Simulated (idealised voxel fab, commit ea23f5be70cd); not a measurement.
This is a process module. Its name is voxel capacitor over wiring.
Cross-section cut: width 240 nm, square cells of 5 nm.
Throughout this document, each cross-section is represented as a grid of square cells and is presented as a sequence of bands enumerated from the top downward, where a band comprises one or more rows of cells.
Basically the band line says how high the top is and how high the bottom is, in nm, and then what's in it from left to right, every material with its width in nm. Empty space shows up as "empty", and if a single material carries "edge to edge" it runs the full band edge to edge.
All heights in this document are referenced to 0, defined as the level beneath which the wafer, as received, consists entirely of one material. The lowest band is not bounded below; it extends indefinitely downward and is written in the form "z 0 and below".
Per-row width for "30..40": begins at first number (top row of band), ends at second number (bottom row), increment between rows held constant.
The cross-section has no changed cell in any step marked "changes: none".
Basically, "Listed closed voids" tells you about the enclosed voids: empty spaces with no open way to the top, 8 cells or bigger, each written width x height at distance, where distance is from the left edge, all in nm.
after a step's settings: what the simulator itself notes on the step
overlay nm: mask right of planned place by this much (step with mask). Neg. = left.
LIST OF PLANNED PROCESS STEPS
1) RECEIVE [material Si]
2) CONFORMAL_DEP [material SiO2] [thk nm 10]
3) CONFORMAL_DEP [material SiCN] [thk nm 5]
4) DIRECTIONAL_DEP [material SiO2] [thk nm 15]
5) DIRECTIONAL_DEP [material aC] [thk nm 10]
6) PATTERN [tone open] [mask id METAL_1] [material resist] [width nm 20] [pitch nm 80] [thk nm 30] [overlay nm 0]
7) DIRECTIONAL_ETCH [etch materials aC] [depth nm 10]
8) STRIP [etch materials resist]
9) DIRECTIONAL_ETCH [etch materials SiO2] [depth nm 15]
10) DIRECTIONAL_ETCH [etch materials SiCN] [depth nm 5]
11) STRIP [etch materials aC]
12) CONFORMAL_DEP [material TiN] [thk nm 5]
13) FILL_DEP [material W] [thk nm 10]
14) CMP [height nm 30]
15) EPI [material Ru] [thk nm 5]
16) FILL_DEP [material SiCN] [thk nm 5]
17) DIRECTIONAL_DEP [material lowk] [thk nm 15]
18) MASKED_ETCH [tone open] [mask id PLUG_1] [width nm 15] [etch materials lowk] [depth nm 15] [overlay nm 0]
19) MASKED_ETCH [tone open] [mask id PLUG_1] [width nm 15] [etch materials SiCN] [depth nm 5] [overlay nm 0]
20) CONFORMAL_DEP [material TiN] [thk nm 5]
21) FILL_DEP [material Ru] [thk nm 5]
22) CMP [height nm 55]
23) DIRECTIONAL_DEP [material TiN] [thk nm 5]
24) DIRECTIONAL_DEP [material SiN] [thk nm 5]
25) DIRECTIONAL_DEP [material TiN] [thk nm 5]
26) MASKED_ETCH [tone cover] [mask id UPPER_PLATE] [width nm 65] [etch materials TiN] [depth nm 5] [overlay nm 0]
27) MASKED_ETCH [tone cover] [mask id UPPER_PLATE] [width nm 55] [etch materials SiN] [depth nm 5] [overlay nm 0]
28) DIRECTIONAL_DEP [material aC] [thk nm 15]
29) PATTERN [tone cover] [mask id LOWER_PLATE] [material resist] [width nm 75] [thk nm 30] [overlay nm 0]
30) DIRECTIONAL_ETCH [etch materials aC] [depth nm 15]
31) STRIP [etch materials resist]
32) DIRECTIONAL_ETCH [etch materials TiN] [depth nm 5]
33) STRIP [etch materials aC]
34) FILL_DEP [material SiO2] [thk nm 20]
35) CMP [height nm 85]
36) PATTERN [tone open] [mask id PLUG_2] [material resist] [width nm 15] [thk nm 15] [overlay nm 0]
37) DIRECTIONAL_ETCH [etch materials SiO2] [depth nm 15]
38) STRIP [etch materials resist]
39) CONFORMAL_DEP [material TiN] [thk nm 5]
40) FILL_DEP [material Cu] [thk nm 10]
41) CMP [height nm 85]
42) CONFORMAL_DEP [material SiCN] [thk nm 5]
The plan shows the width nm of step 27 as the first wafer had it; this setting differs between the wafers, which start out alike.
CROSS-SECTION OF THE FIRST OF SEVERAL RECEIVED WAFERS, SHOWING ITS STATE AFTER STEP 1
> z 0 and below: Si edge to edge
> Listed closed voids: none
FIRST OF SEVERAL WAFERS, SECTIONED AT END OF MODULE (LAST STEP: STEP 42)
> z 90 to 85: SiCN edge to edge
> z 85 to 75: SiO2 (85), TiN (5), Cu (5), TiN (5), SiO2 (140)
> z 75 to 65: SiO2 (85..75), TiN (15..65), SiO2 (140..100)
> z 65 to 60: SiO2 (75), SiN (65), SiO2 (100)
> z 60 to 55: SiO2 (70), TiN (75), SiO2 (95)
> z 55 to 40: lowk (75), TiN (5), Ru (5), TiN (5), lowk (150)
> z 40 to 35: SiCN (75), TiN (15), SiCN (150)
> z 35 to 30: SiCN (65), Ru (30), SiCN (50), Ru (30), SiCN (65)
> z 30 to 15: SiO2 (70), TiN (5), W (10), TiN (5), SiO2 (60), TiN (5), W (10), TiN (5), SiO2 (70)
> z 15 to 10: SiCN (70), TiN (20), SiCN (60), TiN (20), SiCN (70)
> z 10 to 0: SiO2 edge to edge
> z 0 and below: Si edge to edge
> Listed closed voids: none
HERE'S THE LAST WAFER CROSS-SECTIONED AT THE END OF THE MODULE
> z 90 to 85: SiCN edge to edge
> z 85 to 75: SiO2 (85), TiN (5), Cu (5), TiN (5), SiO2 (140)
> z 75 to 65: SiO2 (85..75), TiN (15..65), SiO2 (140..100)
> z 65 to 60: SiO2 (70), SiN (80), SiO2 (90)
> z 60 to 55: SiO2 (70), TiN (80), SiO2 (90)
> z 55 to 40: lowk (75), TiN (5), Ru (5), TiN (5), lowk (150)
> z 40 to 35: SiCN (75), TiN (15), SiCN (150)
> z 35 to 30: SiCN (65), Ru (30), SiCN (50), Ru (30), SiCN (65)
> z 30 to 15: SiO2 (70), TiN (5), W (10), TiN (5), SiO2 (60), TiN (5), W (10), TiN (5), SiO2 (70)
> z 15 to 10: SiCN (70), TiN (20), SiCN (60), TiN (20), SiCN (70)
> z 10 to 0: SiO2 edge to edge
> z 0 and below: Si edge to edge
> Listed closed voids: none
ROWS = WAFERS. AT MODULE END, EACH ROW LISTS PER MATERIAL THE CELLS GAINED (+) OR LOST (-) SINCE THE WAFER WAS RECEIVED, THEN THE CLOSED VOIDS
width nm 55, +2 Cu, +15 Ru, +169 SiCN, +13 SiN, +454 SiO2, +64 TiN, +12 W, +135 lowk, Listed closed voids: none
width nm 60, +2 Cu, +15 Ru, +169 SiCN, +13 SiN, +454 SiO2, +64 TiN, +12 W, +135 lowk, Listed closed voids: none
width nm 65, +2 Cu, +15 Ru, +169 SiCN, +13 SiN, +454 SiO2, +64 TiN, +12 W, +135 lowk, Listed closed voids: none
width nm 70, +2 Cu, +15 Ru, +169 SiCN, +14 SiN, +453 SiO2, +64 TiN, +12 W, +135 lowk, Listed closed voids: none
width nm 75, +2 Cu, +15 Ru, +169 SiCN, +15 SiN, +452 SiO2, +64 TiN, +12 W, +135 lowk, Listed closed voids: none
width nm 80, +2 Cu, +15 Ru, +169 SiCN, +16 SiN, +450 SiO2, +65 TiN, +12 W, +135 lowk, Listed closed voids: none
